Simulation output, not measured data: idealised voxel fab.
Documented hereafter: the process module known as voxel double patterning.
Shown is cross-section cut, with a width of 295 nm and square cells of size 5 nm.
The cross-sections in this document take the form of a grid made of square cells. They are written out as bands, in order from top to bottom. Each band consists of one or more rows of cells. Band: top and bottom heights (nm) first, top before bottom; then materials from left to right, widths in nm. "all across" marks a sole material filling the band edge to edge. "blank" denotes empty space. Height reference: 0 = level under which incoming wafer is all one material. Lowest band: no bottom, runs on downward, e.g. "0..down". The expression "30..40" gives the width at the extremes of the band, the first number at its top row of cells and the second at its bottom row, with the width changing by equal amounts from each row to the next in between. What does "same as before" mean for a step? It means no cell of the cross-section changed in that step. Any empty space of 8 cells or more lacking an open way to the top shows up in "Tabulated closed voids" as width x height at distance, distance from the left edge, in nm. That trailing text on a step's line, after the settings, is the simulator's own remark on the step. overlay nm: how far to the right of its planned place the mask lay on this masked step (negative: to the left).

THE PROCESS STEPS THAT WERE PLANNED ARE LISTED BELOW
1,RECEIVE, material Si
2,CONFORMAL_DEP, material SiN, thk nm 10
3,DIRECTIONAL_DEP, material SiO2, thk nm 20
4,DIRECTIONAL_DEP, material SiCN, thk nm 10
5,PATTERN, tone open, mask id FIRST, material resist, width nm 15, pitch nm 50, thk nm 15, overlay nm 0
6,DIRECTIONAL_ETCH, etch materials SiCN, depth nm 10
7,STRIP, etch materials resist
8,DIRECTIONAL_DEP, material aC, thk nm 15
9,PATTERN, tone open, mask id SECOND, material resist, width nm 15, thk nm 35, overlay nm 0
10,DIRECTIONAL_ETCH, etch materials aC, depth nm 15
11,STRIP, etch materials resist
12,DIRECTIONAL_ETCH, etch materials SiCN, depth nm 10
13,STRIP, etch materials aC
14,DIRECTIONAL_ETCH, etch materials SiO2, depth nm 20
15,STRIP, etch materials SiCN

ON THE FIRST OF THE TWO WAFERS: RUN CONDUCTED ACCORDING TO PLAN

DELIVERED WAFER IN CROSS-SECTION: STATE AFTER STEP 1
> 0..down  Si all across
> Tabulated closed voids: none

YOU'RE LOOKING AT A CROSS-SECTION OF THE WAFER AFTER STEP 2
> 10..0  SiN all across
> Below a height of 0, the structure has not been altered.

YOU'RE LOOKING AT A CROSS-SECTION OF THE WAFER AFTER STEP 3
> 30..10  SiO2 all across
> Below a height of 10, the structure has not been altered.

YOU'RE LOOKING AT A CROSS-SECTION OF THE WAFER AFTER STEP 4
> 40..30  SiCN all across
> Below a height of 30, the structure has not been altered.

YOU'RE LOOKING AT A CROSS-SECTION OF THE WAFER AFTER STEP 5
> 55..40  resist (115)  blank (15)  resist (35)  blank (15)  resist (115)
> Below a height of 40, the structure has not been altered.

YOU'RE LOOKING AT A CROSS-SECTION OF THE WAFER AFTER STEP 6
> 55..40  resist (115)  blank (15)  resist (35)  blank (15)  resist (115)
> 40..30  SiCN (115)  blank (15)  SiCN (35)  blank (15)  SiCN (115)
> Below a height of 30, the structure has not been altered.

YOU'RE LOOKING AT A CROSS-SECTION OF THE WAFER AFTER STEP 7
> 40..30  SiCN (115)  blank (15)  SiCN (35)  blank (15)  SiCN (115)
> Below a height of 30, the structure has not been altered.

YOU'RE LOOKING AT A CROSS-SECTION OF THE WAFER AFTER STEP 8
> 55..45  aC (115)  blank (15)  aC (35)  blank (15)  aC (115)
> 45..40  aC all across
> 40..30  SiCN (115)  aC (15)  SiCN (35)  aC (15)  SiCN (115)
> Below a height of 30, the structure has not been altered.

YOU'RE LOOKING AT A CROSS-SECTION OF THE WAFER AFTER STEP 9
> 90..55  resist (140)  blank (15)  resist (140)
> 55..45  aC (115)  resist (15)  aC (35)  resist (15)  aC (115)
> Below a height of 45, the structure has not been altered.

YOU'RE LOOKING AT A CROSS-SECTION OF THE WAFER AFTER STEP 10
> 75..55  resist (140)  blank (15)  resist (140)
> 55..45  aC (115)  resist (15)  aC (10)  blank (15)  aC (10)  resist (15)  aC (115)
> 45..40  aC (140)  blank (15)  aC (140)
> Below a height of 40, the structure has not been altered.

YOU'RE LOOKING AT A CROSS-SECTION OF THE WAFER AFTER STEP 11
> 55..45  aC (115)  blank (15)  aC (10)  blank (15)  aC (10)  blank (15)  aC (115)
> Below a height of 45, the structure has not been altered.

YOU'RE LOOKING AT A CROSS-SECTION OF THE WAFER AFTER STEP 12
> 55..45  aC (115)  blank (15)  aC (10)  blank (15)  aC (10)  blank (15)  aC (115)
> 45..40  aC (140)  blank (15)  aC (140)
> 40..30  SiCN (115)  aC (15)  SiCN (10)  blank (15)  SiCN (10)  aC (15)  SiCN (115)
> Below a height of 30, the structure has not been altered.

YOU'RE LOOKING AT A CROSS-SECTION OF THE WAFER AFTER STEP 13
> 40..30  SiCN (115)  blank (15)  SiCN (10)  blank (15)  SiCN (10)  blank (15)  SiCN (115)
> Below a height of 30, the structure has not been altered.

YOU'RE LOOKING AT A CROSS-SECTION OF THE WAFER AFTER STEP 14
> 40..30  SiCN (115)  blank (15)  SiCN (10)  blank (15)  SiCN (10)  blank (15)  SiCN (115)
> 30..10  SiO2 (115)  blank (15)  SiO2 (10)  blank (15)  SiO2 (10)  blank (15)  SiO2 (115)
> Below a height of 10, the structure has not been altered.

YOU'RE LOOKING AT A CROSS-SECTION OF THE WAFER AFTER STEP 15
> 30..10  SiO2 (115)  blank (15)  SiO2 (10)  blank (15)  SiO2 (10)  blank (15)  SiO2 (115)
> Below a height of 10, the structure has not been altered.

SECOND WAFER, SAME STARTING STATE AND PLAN AS THE FIRST, ONE MISTAKE IN THE RUN, IDENTICAL THROUGH STEP 1

Cross-section of the second wafer at the time by which step 2 should have been completed according to the plan: same as before

CROSS-SECTION OF THE SECOND WAFER AT THE TIME BY WHICH STEP 3 SHOULD HAVE BEEN COMPLETED ACCORDING TO THE PLAN
> 20..0  SiO2 all across
> Below a height of 0, the structure has not been altered.

CROSS-SECTION OF THE SECOND WAFER AT THE TIME BY WHICH STEP 4 SHOULD HAVE BEEN COMPLETED ACCORDING TO THE PLAN
> 30..20  SiCN all across
> Below a height of 20, the structure has not been altered.

CROSS-SECTION OF THE SECOND WAFER AT THE TIME BY WHICH STEP 5 SHOULD HAVE BEEN COMPLETED ACCORDING TO THE PLAN
> 45..30  resist (115)  blank (15)  resist (35)  blank (15)  resist (115)
> Below a height of 30, the structure has not been altered.

CROSS-SECTION OF THE SECOND WAFER AT THE TIME BY WHICH STEP 6 SHOULD HAVE BEEN COMPLETED ACCORDING TO THE PLAN
> 45..30  resist (115)  blank (15)  resist (35)  blank (15)  resist (115)
> 30..20  SiCN (115)  blank (15)  SiCN (35)  blank (15)  SiCN (115)
> Below a height of 20, the structure has not been altered.

CROSS-SECTION OF THE SECOND WAFER AT THE TIME BY WHICH STEP 7 SHOULD HAVE BEEN COMPLETED ACCORDING TO THE PLAN
> 30..20  SiCN (115)  blank (15)  SiCN (35)  blank (15)  SiCN (115)
> Below a height of 20, the structure has not been altered.

CROSS-SECTION OF THE SECOND WAFER AT THE TIME BY WHICH STEP 8 SHOULD HAVE BEEN COMPLETED ACCORDING TO THE PLAN
> 45..35  aC (115)  blank (15)  aC (35)  blank (15)  aC (115)
> 35..30  aC all across
> 30..20  SiCN (115)  aC (15)  SiCN (35)  aC (15)  SiCN (115)
> Below a height of 20, the structure has not been altered.

CROSS-SECTION OF THE SECOND WAFER AT THE TIME BY WHICH STEP 9 SHOULD HAVE BEEN COMPLETED ACCORDING TO THE PLAN
> 80..45  resist (140)  blank (15)  resist (140)
> 45..35  aC (115)  resist (15)  aC (35)  resist (15)  aC (115)
> Below a height of 35, the structure has not been altered.

CROSS-SECTION OF THE SECOND WAFER AT THE TIME BY WHICH STEP 10 SHOULD HAVE BEEN COMPLETED ACCORDING TO THE PLAN
> 65..45  resist (140)  blank (15)  resist (140)
> 45..35  aC (115)  resist (15)  aC (10)  blank (15)  aC (10)  resist (15)  aC (115)
> 35..30  aC (140)  blank (15)  aC (140)
> Below a height of 30, the structure has not been altered.

CROSS-SECTION OF THE SECOND WAFER AT THE TIME BY WHICH STEP 11 SHOULD HAVE BEEN COMPLETED ACCORDING TO THE PLAN
> 45..35  aC (115)  blank (15)  aC (10)  blank (15)  aC (10)  blank (15)  aC (115)
> Below a height of 35, the structure has not been altered.

CROSS-SECTION OF THE SECOND WAFER AT THE TIME BY WHICH STEP 12 SHOULD HAVE BEEN COMPLETED ACCORDING TO THE PLAN
> 45..35  aC (115)  blank (15)  aC (10)  blank (15)  aC (10)  blank (15)  aC (115)
> 35..30  aC (140)  blank (15)  aC (140)
> 30..20  SiCN (115)  aC (15)  SiCN (10)  blank (15)  SiCN (10)  aC (15)  SiCN (115)
> Below a height of 20, the structure has not been altered.

CROSS-SECTION OF THE SECOND WAFER AT THE TIME BY WHICH STEP 13 SHOULD HAVE BEEN COMPLETED ACCORDING TO THE PLAN
> 30..20  SiCN (115)  blank (15)  SiCN (10)  blank (15)  SiCN (10)  blank (15)  SiCN (115)
> Below a height of 20, the structure has not been altered.

CROSS-SECTION OF THE SECOND WAFER AT THE TIME BY WHICH STEP 14 SHOULD HAVE BEEN COMPLETED ACCORDING TO THE PLAN
> 30..20  SiCN (115)  blank (15)  SiCN (10)  blank (15)  SiCN (10)  blank (15)  SiCN (115)
> 20..0  SiO2 (115)  blank (15)  SiO2 (10)  blank (15)  SiO2 (10)  blank (15)  SiO2 (115)
> Below a height of 0, the structure has not been altered.

CROSS-SECTION OF THE SECOND WAFER AT THE TIME BY WHICH STEP 15 SHOULD HAVE BEEN COMPLETED ACCORDING TO THE PLAN
> 20..0  SiO2 (115)  blank (15)  SiO2 (10)  blank (15)  SiO2 (10)  blank (15)  SiO2 (115)
> Below a height of 0, the structure has not been altered.
Nonconformance to the process plan: the plan's step 2 went unexecuted, having been skipped
End of process, cell counts, second wafer against first, materials with more or fewer: SiN -118
